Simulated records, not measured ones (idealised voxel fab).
Process module, titled voxel transistor to metal
Cross-section cut spans 215 nm and uses square cells 5 nm in size.
For the purposes of this document, a cross-section shall be understood as a grid of square cells, specified as bands listed in top-to-bottom order, each band consisting of one or more rows of cells. Basically the band line says how high the top is and how high the bottom is, in nm, and then what's in it from left to right, every material with its width in nm. Empty space shows up as "blank", and if a single material carries "edge to edge" it runs the full band edge to edge. Height 0 is the level under which the wafer as received is all one material. The lowest band goes on downwards, as in "z 0 and below". The notation "30 to 40" denotes a width that varies across the rows of cells in the band, beginning at the first number in the top row, finishing at the second number in the bottom row, and changing by an identical amount from each row to the next. Any step labelled "all unchanged" changed none of the cells in the cross-section. This entry, "Sealed-off cavities", enumerates those empty regions of no fewer than 8 cells that possess no open connection to the top. Each region is reported in the form width x height at distance, the distance being taken from the left edge, with all three quantities expressed in nm. That trailing text on a step's line, after the settings, is the simulator's own remark on the step. Among the settings permitted on a step's line is "overlay nm"; applied to a step with a mask, it specifies the extent to which the mask lay to the right of its planned position, whereas a negative figure signifies a position to the left.

## Planned step list for the process
1) RECEIVE [material Si]
2) CONFORMAL_DEP [material SiO2] [thk nm 5]
3) CONFORMAL_DEP [material SiN] [thk nm 15]
4) DIRECTIONAL_DEP [material aC] [thk nm 15]
5) PATTERN [tone cover] [mask id ACTIVE] [material resist] [width nm 120] [thk nm 35] [overlay nm 0]
6) DIRECTIONAL_ETCH [etch materials aC] [depth nm 15]
7) STRIP [etch materials resist]
8) DIRECTIONAL_ETCH [etch materials SiN] [depth nm 15]
9) DIRECTIONAL_ETCH [etch materials SiO2] [depth nm 5]
10) DIRECTIONAL_ETCH [etch materials Si] [depth nm 20]
11) STRIP [etch materials aC]
12) OXIDIZE [depth nm 5]
13) FILL_DEP [material SiO2] [thk nm 15]
14) CMP [height nm 20]
15) SELECTIVE_ETCH [etch materials SiO2] [depth nm 10]
16) STRIP [etch materials SiN]
17) SELECTIVE_ETCH [etch materials SiO2] [depth nm 5]
18) OXIDIZE [depth nm 5]
19) DIRECTIONAL_DEP [material polySi] [thk nm 25]
20) DIRECTIONAL_DEP [material SiCN] [thk nm 10]
21) MASKED_ETCH [tone cover] [mask id GATE] [width nm 30] [etch materials SiCN] [depth nm 20] [overlay nm 0]
22) MASKED_ETCH [tone cover] [mask id GATE] [width nm 30] [etch materials polySi] [depth nm 35] [overlay nm 0]
23) CONFORMAL_DEP [material SiO2] [thk nm 5]
24) DIRECTIONAL_ETCH [etch materials SiO2] [depth nm 5]
25) CONFORMAL_DEP [material SiN] [thk nm 10]
26) DIRECTIONAL_ETCH [etch materials SiN] [depth nm 10]
27) DIRECTIONAL_ETCH [etch materials SiO2] [depth nm 5]
28) EPI [material nSi] [thk nm 5]
29) FILL_DEP [material SiO2] [thk nm 10]
30) CMP [height nm 25]
31) STRIP [etch materials polySi]
32) SELECTIVE_ETCH [etch materials SiO2] [depth nm 5]
33) CONFORMAL_DEP [material HfO2] [thk nm 5]
34) CONFORMAL_DEP [material TiN] [thk nm 5]
35) FILL_DEP [material W] [thk nm 10]
36) CMP [height nm 20]
37) DIRECTIONAL_DEP [material SiO2] [thk nm 10]
38) PATTERN [tone open] [mask id CONTACT] [material resist] [width nm 20] [pitch nm 90] [thk nm 20] [overlay nm 0]
39) DIRECTIONAL_ETCH [etch materials SiO2] [depth nm 30]
40) STRIP [etch materials resist]
41) CONFORMAL_DEP [material TiN] [thk nm 5]
42) FILL_DEP [material Ru] [thk nm 5]
43) CMP [height nm 30]
44) DIRECTIONAL_DEP [material TiN] [thk nm 5]
45) DIRECTIONAL_DEP [material Ru] [thk nm 15]
46) PATTERN [tone cover] [mask id METAL_1] [material resist] [width nm 20] [pitch nm 90] [thk nm 20] [overlay nm 0]
47) DIRECTIONAL_ETCH [etch materials Ru] [depth nm 15]
48) DIRECTIONAL_ETCH [etch materials TiN] [depth nm 5]
49) STRIP [etch materials resist]
50) CONFORMAL_DEP [material SiCN] [thk nm 5]
51) FILL_DEP [material SiO2] [thk nm 5]
52) CMP [height nm 50]
53) CONFORMAL_DEP [material SiN] [thk nm 5]

## Run as planned: first of two wafers

## Received-state cross-section, reflecting completion of step 1
z 0 and below: Si edge to edge
Sealed-off cavities: none

## How the wafer stands in section after step 2
z 5 to 0: SiO2 edge to edge
Everything below 0 is unchanged.

## How the wafer stands in section after step 3
z 20 to 5: SiN edge to edge
Everything below 5 is unchanged.

## How the wafer stands in section after step 4
z 35 to 20: aC edge to edge
Everything below 20 is unchanged.

## How the wafer stands in section after step 5
z 70 to 35: blank (45); resist (120); blank (50)
Everything below 35 is unchanged.

## How the wafer stands in section after step 6
z 55 to 35: blank (45); resist (120); blank (50)
z 35 to 20: blank (45); aC (120); blank (50)
Everything below 20 is unchanged.

## How the wafer stands in section after step 7
z 35 to 20: blank (45); aC (120); blank (50)
Everything below 20 is unchanged.

## How the wafer stands in section after step 8
z 35 to 20: blank (45); aC (120); blank (50)
z 20 to 5: blank (45); SiN (120); blank (50)
Everything below 5 is unchanged.

## How the wafer stands in section after step 9
z 35 to 20: blank (45); aC (120); blank (50)
z 20 to 5: blank (45); SiN (120); blank (50)
z 5 to 0: blank (45); SiO2 (120); blank (50)
Everything below 0 is unchanged.

## How the wafer stands in section after step 10
z 35 to 20: blank (45); aC (120); blank (50)
z 20 to 5: blank (45); SiN (120); blank (50)
z 5 to 0: blank (45); SiO2 (120); blank (50)
z 0 to -20: blank (45); Si (120); blank (50)
Everything below -20 is unchanged.

## How the wafer stands in section after step 11
z 20 to 5: blank (45); SiN (120); blank (50)
Everything below 5 is unchanged.

## How the wafer stands in section after step 12
z 20 to 5: blank (45); SiN (120); blank (50)
z 5 to 0: blank (45); SiO2 (120); blank (50)
z 0 to -20: blank (45); SiO2 (5); Si (110); SiO2 (5); blank (50)
z -20 to -25: SiO2 (50); Si (110); SiO2 (55)
Everything below -25 is unchanged.

## How the wafer stands in section after step 13
z 35 to 20: SiO2 edge to edge
z 20 to 5: SiO2 (45); SiN (120); SiO2 (50)
z 5 to 0: SiO2 edge to edge
z 0 to -25: SiO2 (50); Si (110); SiO2 (55)
Everything below -25 is unchanged.

## How the wafer stands in section after step 14
z 20 to 5: SiO2 (45); SiN (120); SiO2 (50)
Everything below 5 is unchanged.

## How the wafer stands in section after step 15
z 20 to 10: blank (45); SiN (120); blank (50)
Everything below 10 is unchanged.

## How the wafer stands in section after step 16
z 10 to 5: SiO2 (45); blank (120); SiO2 (50)
Everything below 5 is unchanged.

## How the wafer stands in section after step 17
z 5 to 0: SiO2 (40); blank (130); SiO2 (45)
Everything below 0 is unchanged.

## How the wafer stands in section after step 18
z 5 to 0: SiO2 (40); blank (130); SiO2 (45)
z 0 to -5: SiO2 edge to edge
Everything below -5 is unchanged.

## How the wafer stands in section after step 19
z 30 to 25: polySi (40); blank (130); polySi (45)
z 25 to 5: polySi edge to edge
z 5 to 0: SiO2 (40); polySi (130); SiO2 (45)
Everything below 0 is unchanged.

## How the wafer stands in section after step 20
z 40 to 35: SiCN (40); blank (130); SiCN (45)
z 35 to 30: SiCN edge to edge
z 30 to 25: polySi (40); SiCN (130); polySi (45)
Everything below 25 is unchanged.

## How the wafer stands in section after step 21
z 35 to 30: blank (90); SiCN (30); blank (95)
z 30 to 25: polySi (40); blank (50); SiCN (30); blank (50); polySi (45)
Everything below 25 is unchanged.

## How the wafer stands in section after step 22
z 35 to 25: blank (90); SiCN (30); blank (95)
z 25 to 5: blank (90); polySi (30); blank (95)
z 5 to 0: SiO2 (40); blank (50); polySi (30); blank (50); SiO2 (45)
Everything below 0 is unchanged.

## How the wafer stands in section after step 23
z 40 to 35: blank (85); SiO2 (40); blank (90)
z 35 to 25: blank (85); SiO2 (5); SiCN (30); SiO2 (5); blank (90)
z 25 to 10: blank (85); SiO2 (5); polySi (30); SiO2 (5); blank (90)
z 10 to 5: SiO2 (45); blank (40); SiO2 (5); polySi (30); SiO2 (5); blank (40); SiO2 (50)
z 5 to 0: SiO2 (90); polySi (30); SiO2 (95)
Everything below 0 is unchanged.

## How the wafer stands in section after step 24
z 35 to 25: blank (85); SiO2 (5); SiCN (30); SiO2 (5); blank (90)
z 25 to 5: blank (85); SiO2 (5); polySi (30); SiO2 (5); blank (90)
z 5 to 0: SiO2 (45); blank (40); SiO2 (5); polySi (30); SiO2 (5); blank (40); SiO2 (50)
Everything below 0 is unchanged.

## How the wafer stands in section after step 25
z 45 to 35: blank (75); SiN (60); blank (80)
z 35 to 25: blank (75); SiN (10); SiO2 (5); SiCN (30); SiO2 (5); SiN (10); blank (80)
z 25 to 15: blank (75); SiN (10); SiO2 (5); polySi (30); SiO2 (5); SiN (10); blank (80)
z 15 to 10: SiN (55); blank (20); SiN (10); SiO2 (5); polySi (30); SiO2 (5); SiN (10); blank (20); SiN (60)
z 10 to 5: SiN (85); SiO2 (5); polySi (30); SiO2 (5); SiN (90)
z 5 to 0: SiO2 (45); SiN (40); SiO2 (5); polySi (30); SiO2 (5); SiN (40); SiO2 (50)
Everything below 0 is unchanged.

## How the wafer stands in section after step 26
z 35 to 25: blank (75); SiN (10); SiO2 (5); SiCN (30); SiO2 (5); SiN (10); blank (80)
z 25 to 5: blank (75); SiN (10); SiO2 (5); polySi (30); SiO2 (5); SiN (10); blank (80)
z 5 to 0: SiO2 (45); SiN (10); blank (20); SiN (10); SiO2 (5); polySi (30); SiO2 (5); SiN (10); blank (20); SiN (10); SiO2 (50)
Everything below 0 is unchanged.

## How the wafer stands in section after step 27
z 35 to 30: blank (75); SiN (10); blank (5); SiCN (30); blank (5); SiN (10); blank (80)
z 30 to 25: blank (75); SiN (10); SiO2 (5); SiCN (30); SiO2 (5); SiN (10); blank (80)
z 25 to 5: blank (75); SiN (10); SiO2 (5); polySi (30); SiO2 (5); SiN (10); blank (80)
z 5 to 0: blank (45); SiN (10); blank (20); SiN (10); SiO2 (5); polySi (30); SiO2 (5); SiN (10); blank (20); SiN (10); blank (50)
z 0 to -5: SiO2 (55); blank (20); SiO2 (60); blank (20); SiO2 (60)
Everything below -5 is unchanged.

## How the wafer stands in section after step 28
z 35 to 30: blank (75); SiN (10); blank (5); SiCN (30); blank (5); SiN (10); blank (80)
z 30 to 25: blank (75); SiN (10); SiO2 (5); SiCN (30); SiO2 (5); SiN (10); blank (80)
z 25 to 5: blank (75); SiN (10); SiO2 (5); polySi (30); SiO2 (5); SiN (10); blank (80)
z 5 to 0: blank (45); SiN (10); blank (20); SiN (10); SiO2 (5); polySi (30); SiO2 (5); SiN (10); blank (20); SiN (10); blank (50)
z 0 to -5: SiO2 (55); nSi (20); SiO2 (60); nSi (20); SiO2 (60)
Everything below -5 is unchanged.

## How the wafer stands in section after step 29
z 45 to 35: SiO2 edge to edge
z 35 to 25: SiO2 (75); SiN (10); SiO2 (5); SiCN (30); SiO2 (5); SiN (10); SiO2 (80)
z 25 to 5: SiO2 (75); SiN (10); SiO2 (5); polySi (30); SiO2 (5); SiN (10); SiO2 (80)
z 5 to 0: SiO2 (45); SiN (10); SiO2 (20); SiN (10); SiO2 (5); polySi (30); SiO2 (5); SiN (10); SiO2 (20); SiN (10); SiO2 (50)
Everything below 0 is unchanged.

## How the wafer stands in section after step 30
z 25 to 5: SiO2 (75); SiN (10); SiO2 (5); polySi (30); SiO2 (5); SiN (10); SiO2 (80)
Everything below 5 is unchanged.

## How the wafer stands in section after step 31
z 25 to 5: SiO2 (75); SiN (10); SiO2 (5); blank (30); SiO2 (5); SiN (10); SiO2 (80)
z 5 to 0: SiO2 (45); SiN (10); SiO2 (20); SiN (10); SiO2 (5); blank (30); SiO2 (5); SiN (10); SiO2 (20); SiN (10); SiO2 (50)
Everything below 0 is unchanged.

## How the wafer stands in section after step 32
z 25 to 20: blank (75); SiN (10); blank (40); SiN (10); blank (80)
z 20 to 5: SiO2 (75); SiN (10); blank (40); SiN (10); SiO2 (80)
z 5 to 0: SiO2 (45); SiN (10); SiO2 (20); SiN (10); blank (40); SiN (10); SiO2 (20); SiN (10); SiO2 (50)
z 0 to -5: SiO2 (55); nSi (20); SiO2 (10); blank (40); SiO2 (10); nSi (20); SiO2 (60)
Everything below -5 is unchanged.

## How the wafer stands in section after step 33
z 30 to 25: blank (70); HfO2 (20); blank (30); HfO2 (20); blank (75)
z 25 to 20: HfO2 (75); SiN (10); HfO2 (5); blank (30); HfO2 (5); SiN (10); HfO2 (80)
z 20 to 5: SiO2 (75); SiN (10); HfO2 (5); blank (30); HfO2 (5); SiN (10); SiO2 (80)
z 5 to 0: SiO2 (45); SiN (10); SiO2 (20); SiN (10); HfO2 (5); blank (30); HfO2 (5); SiN (10); SiO2 (20); SiN (10); SiO2 (50)
z 0 to -5: SiO2 (55); nSi (20); SiO2 (10); HfO2 (40); SiO2 (10); nSi (20); SiO2 (60)
Everything below -5 is unchanged.

## How the wafer stands in section after step 34
z 35 to 30: blank (65); TiN (30); blank (20); TiN (30); blank (70)
z 30 to 25: TiN (70); HfO2 (20); TiN (5); blank (20); TiN (5); HfO2 (20); TiN (75)
z 25 to 20: HfO2 (75); SiN (10); HfO2 (5); TiN (5); blank (20); TiN (5); HfO2 (5); SiN (10); HfO2 (80)
z 20 to 5: SiO2 (75); SiN (10); HfO2 (5); TiN (5); blank (20); TiN (5); HfO2 (5); SiN (10); SiO2 (80)
z 5 to 0: SiO2 (45); SiN (10); SiO2 (20); SiN (10); HfO2 (5); TiN (30); HfO2 (5); SiN (10); SiO2 (20); SiN (10); SiO2 (50)
Everything below 0 is unchanged.

## How the wafer stands in section after step 35
z 45 to 35: W edge to edge
z 35 to 30: W (65); TiN (30); W (20); TiN (30); W (70)
z 30 to 25: TiN (70); HfO2 (20); TiN (5); W (20); TiN (5); HfO2 (20); TiN (75)
z 25 to 20: HfO2 (75); SiN (10); HfO2 (5); TiN (5); W (20); TiN (5); HfO2 (5); SiN (10); HfO2 (80)
z 20 to 5: SiO2 (75); SiN (10); HfO2 (5); TiN (5); W (20); TiN (5); HfO2 (5); SiN (10); SiO2 (80)
Everything below 5 is unchanged.

## How the wafer stands in section after step 36
z 20 to 5: SiO2 (75); SiN (10); HfO2 (5); TiN (5); W (20); TiN (5); HfO2 (5); SiN (10); SiO2 (80)
Everything below 5 is unchanged.

## How the wafer stands in section after step 37
z 30 to 20: SiO2 edge to edge
Everything below 20 is unchanged.

## How the wafer stands in section after step 38
z 50 to 30: resist (50); blank (20); resist (70); blank (20); resist (55)
Everything below 30 is unchanged.

## How the wafer stands in section after step 39
z 50 to 30: resist (50); blank (20); resist (70); blank (20); resist (55)
z 30 to 20: SiO2 (50); blank (20); SiO2 (70); blank (20); SiO2 (55)
z 20 to 5: SiO2 (50); blank (20); SiO2 (5); SiN (10); HfO2 (5); TiN (5); W (20); TiN (5); HfO2 (5); SiN (10); SiO2 (5); blank (20); SiO2 (55)
z 5 to 0: SiO2 (45); SiN (10); blank (15); SiO2 (5); SiN (10); HfO2 (5); TiN (30); HfO2 (5); SiN (10); SiO2 (5); blank (15); SiN (10); SiO2 (50)
Everything below 0 is unchanged.

## How the wafer stands in section after step 40
z 30 to 20: SiO2 (50); blank (20); SiO2 (70); blank (20); SiO2 (55)
Everything below 20 is unchanged.

## How the wafer stands in section after step 41
z 35 to 30: TiN (55); blank (10); TiN (80); blank (10); TiN (60)
z 30 to 20: SiO2 (50); TiN (5); blank (10); TiN (5); SiO2 (70); TiN (5); blank (10); TiN (5); SiO2 (55)
z 20 to 10: SiO2 (50); TiN (5); blank (10); TiN (5); SiO2 (5); SiN (10); HfO2 (5); TiN (5); W (20); TiN (5); HfO2 (5); SiN (10); SiO2 (5); TiN (5); blank (10); TiN (5); SiO2 (55)
z 10 to 5: SiO2 (50); TiN (10); blank (5); TiN (5); SiO2 (5); SiN (10); HfO2 (5); TiN (5); W (20); TiN (5); HfO2 (5); SiN (10); SiO2 (5); TiN (5); blank (5); TiN (10); SiO2 (55)
z 5 to 0: SiO2 (45); SiN (10); TiN (15); SiO2 (5); SiN (10); HfO2 (5); TiN (30); HfO2 (5); SiN (10); SiO2 (5); TiN (15); SiN (10); SiO2 (50)
Everything below 0 is unchanged.

## How the wafer stands in section after step 42
z 40 to 35: Ru edge to edge
z 35 to 30: TiN (55); Ru (10); TiN (80); Ru (10); TiN (60)
z 30 to 20: SiO2 (50); TiN (5); Ru (10); TiN (5); SiO2 (70); TiN (5); Ru (10); TiN (5); SiO2 (55)
z 20 to 10: SiO2 (50); TiN (5); Ru (10); TiN (5); SiO2 (5); SiN (10); HfO2 (5); TiN (5); W (20); TiN (5); HfO2 (5); SiN (10); SiO2 (5); TiN (5); Ru (10); TiN (5); SiO2 (55)
z 10 to 5: SiO2 (50); TiN (10); Ru (5); TiN (5); SiO2 (5); SiN (10); HfO2 (5); TiN (5); W (20); TiN (5); HfO2 (5); SiN (10); SiO2 (5); TiN (5); Ru (5); TiN (10); SiO2 (55)
Everything below 5 is unchanged.

## How the wafer stands in section after step 43
z 30 to 20: SiO2 (50); TiN (5); Ru (10); TiN (5); SiO2 (70); TiN (5); Ru (10); TiN (5); SiO2 (55)
Everything below 20 is unchanged.

## How the wafer stands in section after step 44
z 35 to 30: TiN edge to edge
Everything below 30 is unchanged.

## How the wafer stands in section after step 45
z 50 to 35: Ru edge to edge
Everything below 35 is unchanged.

## How the wafer stands in section after step 46
z 70 to 50: blank (50); resist (20); blank (70); resist (20); blank (55)
Everything below 50 is unchanged.

## How the wafer stands in section after step 47
z 70 to 50: blank (50); resist (20); blank (70); resist (20); blank (55)
z 50 to 35: blank (50); Ru (20); blank (70); Ru (20); blank (55)
Everything below 35 is unchanged.

## How the wafer stands in section after step 48
z 70 to 50: blank (50); resist (20); blank (70); resist (20); blank (55)
z 50 to 35: blank (50); Ru (20); blank (70); Ru (20); blank (55)
z 35 to 30: blank (50); TiN (20); blank (70); TiN (20); blank (55)
Everything below 30 is unchanged.

## How the wafer stands in section after step 49
z 50 to 35: blank (50); Ru (20); blank (70); Ru (20); blank (55)
Everything below 35 is unchanged.

## How the wafer stands in section after step 50
z 55 to 50: blank (45); SiCN (30); blank (60); SiCN (30); blank (50)
z 50 to 35: blank (45); SiCN (5); Ru (20); SiCN (5); blank (60); SiCN (5); Ru (20); SiCN (5); blank (50)
z 35 to 30: SiCN (50); TiN (20); SiCN (70); TiN (20); SiCN (55)
Everything below 30 is unchanged.

## How the wafer stands in section after step 51
z 60 to 55: SiO2 edge to edge
z 55 to 50: SiO2 (45); SiCN (30); SiO2 (60); SiCN (30); SiO2 (50)
z 50 to 35: SiO2 (45); SiCN (5); Ru (20); SiCN (5); SiO2 (60); SiCN (5); Ru (20); SiCN (5); SiO2 (50)
Everything below 35 is unchanged.

## How the wafer stands in section after step 52
z 50 to 35: SiO2 (45); SiCN (5); Ru (20); SiCN (5); SiO2 (60); SiCN (5); Ru (20); SiCN (5); SiO2 (50)
Everything below 35 is unchanged.

## How the wafer stands in section after step 53
z 55 to 50: SiN edge to edge
Everything below 50 is unchanged.

## It is to be noted that the second wafer proceeded from the same initial state and according to the same plan as the first, although one mistake was committed in its execution; through step 43, inclusive, the two wafers share an identical history

## Second wafer cross-section, taken as of the time the plan sets for step 44 to be done
z 45 to 30: Ru edge to edge
Everything below 30 is unchanged.

## Second wafer cross-section, taken as of the time the plan sets for step 45 to be done
z 50 to 45: TiN edge to edge
Everything below 45 is unchanged.

## Second wafer cross-section, taken as of the time the plan sets for step 46 to be done
z 70 to 50: blank (50); resist (20); blank (70); resist (20); blank (55)
Everything below 50 is unchanged.

Second wafer cross-section, taken as of the time the plan sets for step 47 to be done: all unchanged

## Second wafer cross-section, taken as of the time the plan sets for step 48 to be done
z 70 to 50: blank (50); resist (20); blank (70); resist (20); blank (55)
z 50 to 45: blank (50); TiN (20); blank (70); TiN (20); blank (55)
Everything below 45 is unchanged.

## Second wafer cross-section, taken as of the time the plan sets for step 49 to be done
z 50 to 45: blank (50); TiN (20); blank (70); TiN (20); blank (55)
Everything below 45 is unchanged.

## Second wafer cross-section, taken as of the time the plan sets for step 50 to be done
z 55 to 50: blank (45); SiCN (30); blank (60); SiCN (30); blank (50)
z 50 to 45: SiCN (50); TiN (20); SiCN (70); TiN (20); SiCN (55)
Everything below 45 is unchanged.

## Second wafer cross-section, taken as of the time the plan sets for step 51 to be done
z 60 to 55: SiO2 edge to edge
z 55 to 50: SiO2 (45); SiCN (30); SiO2 (60); SiCN (30); SiO2 (50)
Everything below 50 is unchanged.

## Second wafer cross-section, taken as of the time the plan sets for step 52 to be done
z 50 to 45: SiCN (50); TiN (20); SiCN (70); TiN (20); SiCN (55)
Everything below 45 is unchanged.

## Second wafer cross-section, taken as of the time the plan sets for step 53 to be done
z 55 to 50: SiN edge to edge
Everything below 50 is unchanged.
Short version of what went wrong: so 44 and 45 got swapped relative to the plan, each ran where the other was supposed to
It is noted that, at the conclusion of processing, the second wafer exhibits a higher or lower cell count for certain materials relative to the first: Ru: 105 more; SiCN: 12 fewer; SiO2: 93 fewer
